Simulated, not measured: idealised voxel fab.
The following is a process module called voxel wiring stack.
The cross-section on display is named cut; it measures 275 nm wide, and its cells are 5 nm squares.
In this document a cross-section is written as a grid of square cells. It is given as a series of bands, listed from the top down, and a band is one or more rows of cells. Band entry format. Leading values: height of top, height of bottom, nm. Remainder: materials in left-to-right order, each with its width in nm. Special words: "everywhere" on a single material, which then fills the band edge to edge; "empty", empty space. Below 0: as-received wafer, all one material; heights counted from there. Lowest band: no bottom, goes on down, written "0 down". Think of "30..40" as a width that walks from the first number to the second as you go down the band, top row to bottom row, taking equal-sized steps from row to row. Any step labelled "nothing changed" changed none of the cells in the cross-section. "Enclosed internal cavities" contains a list of empty spaces, each no smaller than 8 cells and without an open way to the top, written in the form width x height at distance with the distance from the left edge and all three in nm. Text after the settings on a step's line: the simulator's own remark on that step. When a step includes a mask, the "overlay nm" setting on its line states how far to the right of its planned place that mask lay, and negative values state how far to the left. The remainder of this document consists of a sequence of paired cross-sections. Each pair presents the cross-section prior to one process step together with the cross-section following it, the latter being rendered only as deep as the lowest band that underwent change. The intervening step, together with its settings, is stated beneath each pair. Because the pairs may originate from different runs of this module on the same starting wafer, a given pair is to be read as continuing from the preceding pair only where its entry headed "Prior state" so indicates.
Prior state:
    70 to 65: empty 25, SiCN 40, empty 20, SiCN 40, empty 20, SiCN 40, empty 20, SiCN 40, empty 30
    65 to 50: empty 25, SiCN 5, W 30, SiCN 5, empty 20, SiCN 5, W 30, SiCN 5, empty 20, SiCN 5, W 30, SiCN 5, empty 20, SiCN 5, W 30, SiCN 5, empty 30
    50 to 45: SiCN 30, TiN 30, SiCN 30, TiN 30, SiCN 30, TiN 30, SiCN 30, TiN 30, SiCN 35
    45 to 35: lowk 30, TiN 5, Ru 5, TiN 5, lowk 105, TiN 5, Ru 5, TiN 5, lowk 110
    35 to 30: SiCN 30, TiN 15, SiCN 105, TiN 15, SiCN 110
    30 to 15: lowk 30, SiN 5, W 20, SiN 5, lowk 30, SiN 5, W 20, SiN 5, lowk 30, SiN 5, W 20, SiN 5, lowk 30, SiN 5, W 20, SiN 5, lowk 35
    15 to 10: SiN everywhere
    10 to 0: SiO2 everywhere
    0 down: Si everywhere
    Enclosed internal cavities: none
As Processed:
    75 to 70: SiO2 everywhere
    70 to 65: SiO2 25, SiCN 40, SiO2 20, SiCN 40, SiO2 20, SiCN 40, SiO2 20, SiCN 40, SiO2 30
    65 to 50: SiO2 25, SiCN 5, W 30, SiCN 5, SiO2 20, SiCN 5, W 30, SiCN 5, SiO2 20, SiCN 5, W 30, SiCN 5, SiO2 20, SiCN 5, W 30, SiCN 5, SiO2 30
    Under 50: no change, same as before.
    Enclosed internal cavities: none
Between the two cross-sections shown above, the process step is FILL_DEP [material SiO2] [thk nm 5]
Prior state: per the after cross-section of the pair just above.
As Processed:
    65 to 50: SiO2 25, SiCN 5, W 30, SiCN 5, SiO2 20, SiCN 5, W 30, SiCN 5, SiO2 20, SiCN 5, W 30, SiCN 5, SiO2 20, SiCN 5, W 30, SiCN 5, SiO2 30
    Under 50: no change, same as before.
    Enclosed internal cavities: none
Between the two cross-sections shown above, the process step is CMP [height nm 65]
Prior state: per the after cross-section of the pair just above.
As Processed:
    70 to 65: SiCN everywhere
    Under 65: no change, same as before.
    Enclosed internal cavities: none
Between the two cross-sections shown above, the process step is CONFORMAL_DEP [material SiCN] [thk nm 5]
Prior state: per the after cross-section of the pair just above.
As Processed:
    95 to 70: SiO2 everywhere
    Under 70: no change, same as before.
    Enclosed internal cavities: none
Between the two cross-sections shown above, the process step is DIRECTIONAL_DEP [material SiO2] [thk nm 25]
Prior state: per the after cross-section of the pair just above.
As Processed:
    110 to 95: aC everywhere
    Under 95: no change, same as before.
    Enclosed internal cavities: none
Between the two cross-sections shown above, the process step is DIRECTIONAL_DEP [material aC] [thk nm 15]
Prior state: per the after cross-section of the pair just above.
As Processed:
    145 to 110: resist 30, empty 15, resist 45, empty 15, resist 45, empty 15, resist 45, empty 15, resist 50
    Under 110: no change, same as before.
    Enclosed internal cavities: none
Between the two cross-sections shown above, the process step is PATTERN [tone open] [mask id METAL_3_HOLES] [material resist] [width nm 15] [pitch nm 60] [thk nm 35] [overlay nm 0]
Prior state: per the after cross-section of the pair just above.
As Processed:
    130 to 110: resist 30, empty 15, resist 45, empty 15, resist 45, empty 15, resist 45, empty 15, resist 50
    110 to 95: aC 30, empty 15, aC 45, empty 15, aC 45, empty 15, aC 45, empty 15, aC 50
    Under 95: no change, same as before.
    Enclosed internal cavities: none
Between the two cross-sections shown above, the process step is DIRECTIONAL_ETCH [etch materials aC] [depth nm 15]
Prior state: per the after cross-section of the pair just above.
As Processed:
    110 to 95: aC 30, empty 15, aC 45, empty 15, aC 45, empty 15, aC 45, empty 15, aC 50
    Under 95: no change, same as before.
    Enclosed internal cavities: none
Between the two cross-sections shown above, the process step is STRIP [etch materials resist]
Prior state: per the after cross-section of the pair just above.
As Processed:
    110 to 95: aC 30, empty 15, aC 45, empty 15, aC 45, empty 15, aC 45, empty 15, aC 50
    95 to 70: SiO2 30, empty 15, SiO2 45, empty 15, SiO2 45, empty 15, SiO2 45, empty 15, SiO2 50
    Under 70: no change, same as before.
    Enclosed internal cavities: none
Between the two cross-sections shown above, the process step is DIRECTIONAL_ETCH [etch materials SiO2] [depth nm 25]
Prior state: per the after cross-section of the pair just above.
As Processed:
    95 to 70: SiO2 30, empty 15, SiO2 45, empty 15, SiO2 45, empty 15, SiO2 45, empty 15, SiO2 50
    Under 70: no change, same as before.
    Enclosed internal cavities: none
Between the two cross-sections shown above, the process step is STRIP [etch materials aC]
Prior state: per the after cross-section of the pair just above.
As Processed:
    105 to 95: aC 30, empty 15, aC 45, empty 15, aC 45, empty 15, aC 45, empty 15, aC 50
    95 to 80: SiO2 30, empty 15, SiO2 45, empty 15, SiO2 45, empty 15, SiO2 45, empty 15, SiO2 50
    80 to 70: SiO2 30, aC 15, SiO2 45, aC 15, SiO2 45, aC 15, SiO2 45, aC 15, SiO2 50
    Under 70: no change, same as before.
    Enclosed internal cavities: none
Between the two cross-sections shown above, the process step is DIRECTIONAL_DEP [material aC] [thk nm 10]
Prior state: per the after cross-section of the pair just above.
As Processed:
    135 to 105: resist 30, empty 30, resist 30, empty 30, resist 30, empty 30, resist 30, empty 30, resist 35
    Under 105: no change, same as before.
    Enclosed internal cavities: none
Between the two cross-sections shown above, the process step is PATTERN [tone open] [mask id METAL_3] [material resist] [width nm 30] [pitch nm 60] [thk nm 30] [overlay nm 0]
Prior state: per the after cross-section of the pair just above.
As Processed:
    125 to 105: resist 30, empty 30, resist 30, empty 30, resist 30, empty 30, resist 30, empty 30, resist 35
    105 to 95: aC 30, empty 30, aC 30, empty 30, aC 30, empty 30, aC 30, empty 30, aC 35
    95 to 70: SiO2 30, empty 15, SiO2 45, empty 15, SiO2 45, empty 15, SiO2 45, empty 15, SiO2 50
    Under 70: no change, same as before.
    Enclosed internal cavities: none
Between the two cross-sections shown above, the process step is DIRECTIONAL_ETCH [etch materials aC] [depth nm 10]
Prior state: per the after cross-section of the pair just above.
As Processed:
    105 to 95: aC 30, empty 30, aC 30, empty 30, aC 30, empty 30, aC 30, empty 30, aC 35
    Under 95: no change, same as before.
    Enclosed internal cavities: none
Between the two cross-sections shown above, the process step is STRIP [etch materials resist]
Prior state: per the after cross-section of the pair just above.
As Processed:
    105 to 95: aC 30, empty 30, aC 30, empty 30, aC 30, empty 30, aC 30, empty 30, aC 35
    95 to 80: SiO2 30, empty 30, SiO2 30, empty 30, SiO2 30, empty 30, SiO2 30, empty 30, SiO2 35
    Under 80: no change, same as before.
    Enclosed internal cavities: none
Between the two cross-sections shown above, the process step is DIRECTIONAL_ETCH [etch materials SiO2] [depth nm 15]
Prior state: per the after cross-section of the pair just above.
As Processed:
    105 to 95: aC 30, empty 30, aC 30, empty 30, aC 30, empty 30, aC 30, empty 30, aC 35
    95 to 80: SiO2 30, empty 30, SiO2 30, empty 30, SiO2 30, empty 30, SiO2 30, empty 30, SiO2 35
    80 to 70: SiO2 30, empty 15, SiO2 45, empty 15, SiO2 45, empty 15, SiO2 45, empty 15, SiO2 50
    70 to 65: SiCN 30, empty 15, SiCN 45, empty 15, SiCN 45, empty 15, SiCN 45, empty 15, SiCN 50
    Under 65: no change, same as before.
    Enclosed internal cavities: none
Between the two cross-sections shown above, the process step is DIRECTIONAL_ETCH [etch materials SiCN] [depth nm 5]
Prior state: per the after cross-section of the pair just above.
As Processed:
    95 to 80: SiO2 30, empty 30, SiO2 30, empty 30, SiO2 30, empty 30, SiO2 30, empty 30, SiO2 35
    Under 80: no change, same as before.
    Enclosed internal cavities: none
Between the two cross-sections shown above, the process step is STRIP [etch materials aC]
Prior state: per the after cross-section of the pair just above.
As Processed:
    100 to 95: TiN 35, empty 20, TiN 40, empty 20, TiN 40, empty 20, TiN 40, empty 20, TiN 40
    95 to 85: SiO2 30, TiN 5, empty 20, TiN 5, SiO2 30, TiN 5, empty 20, TiN 5, SiO2 30, TiN 5, empty 20, TiN 5, SiO2 30, TiN 5, empty 20, TiN 5, SiO2 35
    85 to 80: SiO2 30, TiN 5, empty 5, TiN 20, SiO2 30, TiN 5, empty 5, TiN 20, SiO2 30, TiN 5, empty 5, TiN 20, SiO2 30, TiN 5, empty 5, TiN 20, SiO2 35
    80 to 70: SiO2 30, TiN 5, empty 5, TiN 5, SiO2 45, TiN 5, empty 5, TiN 5, SiO2 45, TiN 5, empty 5, TiN 5, SiO2 45, TiN 5, empty 5, TiN 5, SiO2 50
    70 to 65: SiCN 30, TiN 15, SiCN 45, TiN 15, SiCN 45, TiN 15, SiCN 45, TiN 15, SiCN 50
    Under 65: no change, same as before.
    Enclosed internal cavities: none
Between the two cross-sections shown above, the process step is CONFORMAL_DEP [material TiN] [thk nm 5]
Prior state: per the after cross-section of the pair just above.
As Processed:
    105 to 100: Cu everywhere
    100 to 95: TiN 35, Cu 20, TiN 40, Cu 20, TiN 40, Cu 20, TiN 40, Cu 20, TiN 40
    95 to 85: SiO2 30, TiN 5, Cu 20, TiN 5, SiO2 30, TiN 5, Cu 20, TiN 5, SiO2 30, TiN 5, Cu 20, TiN 5, SiO2 30, TiN 5, Cu 20, TiN 5, SiO2 35
    85 to 80: SiO2 30, TiN 5, Cu 5, TiN 20, SiO2 30, TiN 5, Cu 5, TiN 20, SiO2 30, TiN 5, Cu 5, TiN 20, SiO2 30, TiN 5, Cu 5, TiN 20, SiO2 35
    80 to 70: SiO2 30, TiN 5, Cu 5, TiN 5, SiO2 45, TiN 5, Cu 5, TiN 5, SiO2 45, TiN 5, Cu 5, TiN 5, SiO2 45, TiN 5, Cu 5, TiN 5, SiO2 50
    Under 70: no change, same as before.
    Enclosed internal cavities: none
Between the two cross-sections shown above, the process step is FILL_DEP [material Cu] [thk nm 5]
Prior state: per the after cross-section of the pair just above.
As Processed:
    95 to 85: SiO2 30, TiN 5, Cu 20, TiN 5, SiO2 30, TiN 5, Cu 20, TiN 5, SiO2 30, TiN 5, Cu 20, TiN 5, SiO2 30, TiN 5, Cu 20, TiN 5, SiO2 35
    Under 85: no change, same as before.
    Enclosed internal cavities: none
Between the two cross-sections shown above, the process step is CMP [height nm 95]
Prior state: per the after cross-section of the pair just above.
As Processed:
    100 to 95: SiCN everywhere
    Under 95: no change, same as before.
    Enclosed internal cavities: none
Between the two cross-sections shown above, the process step is CONFORMAL_DEP [material SiCN] [thk nm 5]
Prior state:
    65 to 50: W everywhere
    50 to 45: TiN everywhere
    45 to 35: lowk 30, TiN 5, Ru 5, TiN 5, lowk 105, TiN 5, Ru 5, TiN 5, lowk 110
    35 to 30: SiCN 30, TiN 15, SiCN 105, TiN 15, SiCN 110
    30 to 15: lowk 30, TiN 5, W 20, TiN 5, lowk 30, TiN 5, W 20, TiN 5, lowk 30, TiN 5, W 20, TiN 5, lowk 30, TiN 5, W 20, TiN 5, lowk 35
    15 to 10: SiN 30, TiN 30, SiN 30, TiN 30, SiN 30, TiN 30, SiN 30, TiN 30, SiN 35
    10 to 0: SiO2 everywhere
    0 down: Si everywhere
    Enclosed internal cavities: none
As Processed:
    65 to 50: W 30, empty 30, W 30, empty 30, W 30, empty 30, W 30, empty 30, W 35
    Under 50: no change, same as before.
    Enclosed internal cavities: none
Between the two cross-sections shown above, the process step is MASKED_ETCH [tone open] [mask id METAL_2] [width nm 30] [pitch nm 60] [etch materials W] [depth nm 15] [overlay nm 0]
Prior state: per the after cross-section of the pair just above.
As Processed:
    70 to 65: SiCN 35, empty 20, SiCN 40, empty 20, SiCN 40, empty 20, SiCN 40, empty 20, SiCN 40
    65 to 55: W 30, SiCN 5, empty 20, SiCN 5, W 30, SiCN 5, empty 20, SiCN 5, W 30, SiCN 5, empty 20, SiCN 5, W 30, SiCN 5, empty 20, SiCN 5, W 35
    55 to 50: W 30, SiCN 30, W 30, SiCN 30, W 30, SiCN 30, W 30, SiCN 30, W 35
    Under 50: no change, same as before.
    Enclosed internal cavities: none
Between the two cross-sections shown above, the process step is CONFORMAL_DEP [material SiCN] [thk nm 5]
Prior state: per the after cross-section of the pair just above.
As Processed:
    75 to 70: SiO2 everywhere
    70 to 65: SiCN 35, SiO2 20, SiCN 40, SiO2 20, SiCN 40, SiO2 20, SiCN 40, SiO2 20, SiCN 40
    65 to 55: W 30, SiCN 5, SiO2 20, SiCN 5, W 30, SiCN 5, SiO2 20, SiCN 5, W 30, SiCN 5, SiO2 20, SiCN 5, W 30, SiCN 5, SiO2 20, SiCN 5, W 35
    Under 55: no change, same as before.
    Enclosed internal cavities: none
Between the two cross-sections shown above, the process step is FILL_DEP [material SiO2] [thk nm 5]
Prior state: per the after cross-section of the pair just above.
As Processed:
    65 to 55: W 30, SiCN 5, SiO2 20, SiCN 5, W 30, SiCN 5, SiO2 20, SiCN 5, W 30, SiCN 5, SiO2 20, SiCN 5, W 30, SiCN 5, SiO2 20, SiCN 5, W 35
    Under 55: no change, same as before.
    Enclosed internal cavities: none
Between the two cross-sections shown above, the process step is CMP [height nm 65]
Prior state: per the after cross-section of the pair just above.
As Processed:
    70 to 65: SiCN everywhere
    Under 65: no change, same as before.
    Enclosed internal cavities: none
Between the two cross-sections shown above, the process step is CONFORMAL_DEP [material SiCN] [thk nm 5]
Prior state: per the after cross-section of the pair just above.
As Processed:
    95 to 70: SiO2 everywhere
    Under 70: no change, same as before.
    Enclosed internal cavities: none
Between the two cross-sections shown above, the process step is DIRECTIONAL_DEP [material SiO2] [thk nm 25]
Prior state: per the after cross-section of the pair just above.
As Processed:
    110 to 95: aC everywhere
    Under 95: no change, same as before.
    Enclosed internal cavities: none
Between the two cross-sections shown above, the process step is DIRECTIONAL_DEP [material aC] [thk nm 15]
Prior state: per the after cross-section of the pair just above.
As Processed:
    145 to 110: resist 30, empty 15, resist 45, empty 15, resist 45, empty 15, resist 45, empty 15, resist 50
    Under 110: no change, same as before.
    Enclosed internal cavities: none
Between the two cross-sections shown above, the process step is PATTERN [tone open] [mask id METAL_3_HOLES] [material resist] [width nm 15] [pitch nm 60] [thk nm 35] [overlay nm 0]
Prior state: per the after cross-section of the pair just above.
As Processed:
    130 to 110: resist 30, empty 15, resist 45, empty 15, resist 45, empty 15, resist 45, empty 15, resist 50
    110 to 95: aC 30, empty 15, aC 45, empty 15, aC 45, empty 15, aC 45, empty 15, aC 50
    Under 95: no change, same as before.
    Enclosed internal cavities: none
Between the two cross-sections shown above, the process step is DIRECTIONAL_ETCH [etch materials aC] [depth nm 15]
Prior state: per the after cross-section of the pair just above.
As Processed:
    110 to 95: aC 30, empty 15, aC 45, empty 15, aC 45, empty 15, aC 45, empty 15, aC 50
    Under 95: no change, same as before.
    Enclosed internal cavities: none
Between the two cross-sections shown above, the process step is STRIP [etch materials resist]
Prior state: per the after cross-section of the pair just above.
As Processed:
    110 to 95: aC 30, empty 15, aC 45, empty 15, aC 45, empty 15, aC 45, empty 15, aC 50
    95 to 70: SiO2 30, empty 15, SiO2 45, empty 15, SiO2 45, empty 15, SiO2 45, empty 15, SiO2 50
    Under 70: no change, same as before.
    Enclosed internal cavities: none
Between the two cross-sections shown above, the process step is DIRECTIONAL_ETCH [etch materials SiO2] [depth nm 25]
Prior state: per the after cross-section of the pair just above.
As Processed:
    95 to 70: SiO2 30, empty 15, SiO2 45, empty 15, SiO2 45, empty 15, SiO2 45, empty 15, SiO2 50
    Under 70: no change, same as before.
    Enclosed internal cavities: none
Between the two cross-sections shown above, the process step is STRIP [etch materials aC]
Prior state: per the after cross-section of the pair just above.
As Processed:
    105 to 95: aC 30, empty 15, aC 45, empty 15, aC 45, empty 15, aC 45, empty 15, aC 50
    95 to 80: SiO2 30, empty 15, SiO2 45, empty 15, SiO2 45, empty 15, SiO2 45, empty 15, SiO2 50
    80 to 70: SiO2 30, aC 15, SiO2 45, aC 15, SiO2 45, aC 15, SiO2 45, aC 15, SiO2 50
    Under 70: no change, same as before.
    Enclosed internal cavities: none
Between the two cross-sections shown above, the process step is DIRECTIONAL_DEP [material aC] [thk nm 10]
Prior state: per the after cross-section of the pair just above.
As Processed:
    135 to 105: resist 30, empty 30, resist 30, empty 30, resist 30, empty 30, resist 30, empty 30, resist 35
    Under 105: no change, same as before.
    Enclosed internal cavities: none
Between the two cross-sections shown above, the process step is PATTERN [tone open] [mask id METAL_3] [material resist] [width nm 30] [pitch nm 60] [thk nm 30] [overlay nm 0]
Prior state: per the after cross-section of the pair just above.
As Processed:
    125 to 105: resist 30, empty 30, resist 30, empty 30, resist 30, empty 30, resist 30, empty 30, resist 35
    105 to 95: aC 30, empty 30, aC 30, empty 30, aC 30, empty 30, aC 30, empty 30, aC 35
    95 to 70: SiO2 30, empty 15, SiO2 45, empty 15, SiO2 45, empty 15, SiO2 45, empty 15, SiO2 50
    Under 70: no change, same as before.
    Enclosed internal cavities: none
Between the two cross-sections shown above, the process step is DIRECTIONAL_ETCH [etch materials aC] [depth nm 10]
Prior state: per the after cross-section of the pair just above.
As Processed:
    105 to 95: aC 30, empty 30, aC 30, empty 30, aC 30, empty 30, aC 30, empty 30, aC 35
    Under 95: no change, same as before.
    Enclosed internal cavities: none
Between the two cross-sections shown above, the process step is STRIP [etch materials resist]
Prior state: per the after cross-section of the pair just above.
As Processed:
    105 to 95: aC 30, empty 30, aC 30, empty 30, aC 30, empty 30, aC 30, empty 30, aC 35
    95 to 80: SiO2 30, empty 30, SiO2 30, empty 30, SiO2 30, empty 30, SiO2 30, empty 30, SiO2 35
    Under 80: no change, same as before.
    Enclosed internal cavities: none
Between the two cross-sections shown above, the process step is DIRECTIONAL_ETCH [etch materials SiO2] [depth nm 15]
Prior state: per the after cross-section of the pair just above.
As Processed:
    105 to 95: aC 30, empty 30, aC 30, empty 30, aC 30, empty 30, aC 30, empty 30, aC 35
    95 to 80: SiO2 30, empty 30, SiO2 30, empty 30, SiO2 30, empty 30, SiO2 30, empty 30, SiO2 35
    80 to 70: SiO2 30, empty 15, SiO2 45, empty 15, SiO2 45, empty 15, SiO2 45, empty 15, SiO2 50
    70 to 65: SiCN 30, empty 15, SiCN 45, empty 15, SiCN 45, empty 15, SiCN 45, empty 15, SiCN 50
    Under 65: no change, same as before.
    Enclosed internal cavities: none
Between the two cross-sections shown above, the process step is DIRECTIONAL_ETCH [etch materials SiCN] [depth nm 5]
Prior state: per the after cross-section of the pair just above.
As Processed:
    95 to 80: SiO2 30, empty 30, SiO2 30, empty 30, SiO2 30, empty 30, SiO2 30, empty 30, SiO2 35
    Under 80: no change, same as before.
    Enclosed internal cavities: none
Between the two cross-sections shown above, the process step is STRIP [etch materials aC]
Prior state: per the after cross-section of the pair just above.
As Processed:
    100 to 95: TiN 35, empty 20, TiN 40, empty 20, TiN 40, empty 20, TiN 40, empty 20, TiN 40
    95 to 85: SiO2 30, TiN 5, empty 20, TiN 5, SiO2 30, TiN 5, empty 20, TiN 5, SiO2 30, TiN 5, empty 20, TiN 5, SiO2 30, TiN 5, empty 20, TiN 5, SiO2 35
    85 to 80: SiO2 30, TiN 5, empty 5, TiN 20, SiO2 30, TiN 5, empty 5, TiN 20, SiO2 30, TiN 5, empty 5, TiN 20, SiO2 30, TiN 5, empty 5, TiN 20, SiO2 35
    80 to 70: SiO2 30, TiN 5, empty 5, TiN 5, SiO2 45, TiN 5, empty 5, TiN 5, SiO2 45, TiN 5, empty 5, TiN 5, SiO2 45, TiN 5, empty 5, TiN 5, SiO2 50
    70 to 65: SiCN 30, TiN 15, SiCN 45, TiN 15, SiCN 45, TiN 15, SiCN 45, TiN 15, SiCN 50
    Under 65: no change, same as before.
    Enclosed internal cavities: none
Between the two cross-sections shown above, the process step is CONFORMAL_DEP [material TiN] [thk nm 5]
Prior state: per the after cross-section of the pair just above.
As Processed:
    105 to 100: Cu everywhere
    100 to 95: TiN 35, Cu 20, TiN 40, Cu 20, TiN 40, Cu 20, TiN 40, Cu 20, TiN 40
    95 to 85: SiO2 30, TiN 5, Cu 20, TiN 5, SiO2 30, TiN 5, Cu 20, TiN 5, SiO2 30, TiN 5, Cu 20, TiN 5, SiO2 30, TiN 5, Cu 20, TiN 5, SiO2 35
    85 to 80: SiO2 30, TiN 5, Cu 5, TiN 20, SiO2 30, TiN 5, Cu 5, TiN 20, SiO2 30, TiN 5, Cu 5, TiN 20, SiO2 30, TiN 5, Cu 5, TiN 20, SiO2 35
    80 to 70: SiO2 30, TiN 5, Cu 5, TiN 5, SiO2 45, TiN 5, Cu 5, TiN 5, SiO2 45, TiN 5, Cu 5, TiN 5, SiO2 45, TiN 5, Cu 5, TiN 5, SiO2 50
    Under 70: no change, same as before.
    Enclosed internal cavities: none
Between the two cross-sections shown above, the process step is FILL_DEP [material Cu] [thk nm 5]
Prior state: per the after cross-section of the pair just above.
As Processed:
    95 to 85: SiO2 30, TiN 5, Cu 20, TiN 5, SiO2 30, TiN 5, Cu 20, TiN 5, SiO2 30, TiN 5, Cu 20, TiN 5, SiO2 30, TiN 5, Cu 20, TiN 5, SiO2 35
    Under 85: no change, same as before.
    Enclosed internal cavities: none
Between the two cross-sections shown above, the process step is CMP [height nm 95]
Prior state: per the after cross-section of the pair just above.
As Processed:
    100 to 95: SiCN everywhere
    Under 95: no change, same as before.
    Enclosed internal cavities: none
Between the two cross-sections shown above, the process step is CONFORMAL_DEP [material SiCN] [thk nm 5]
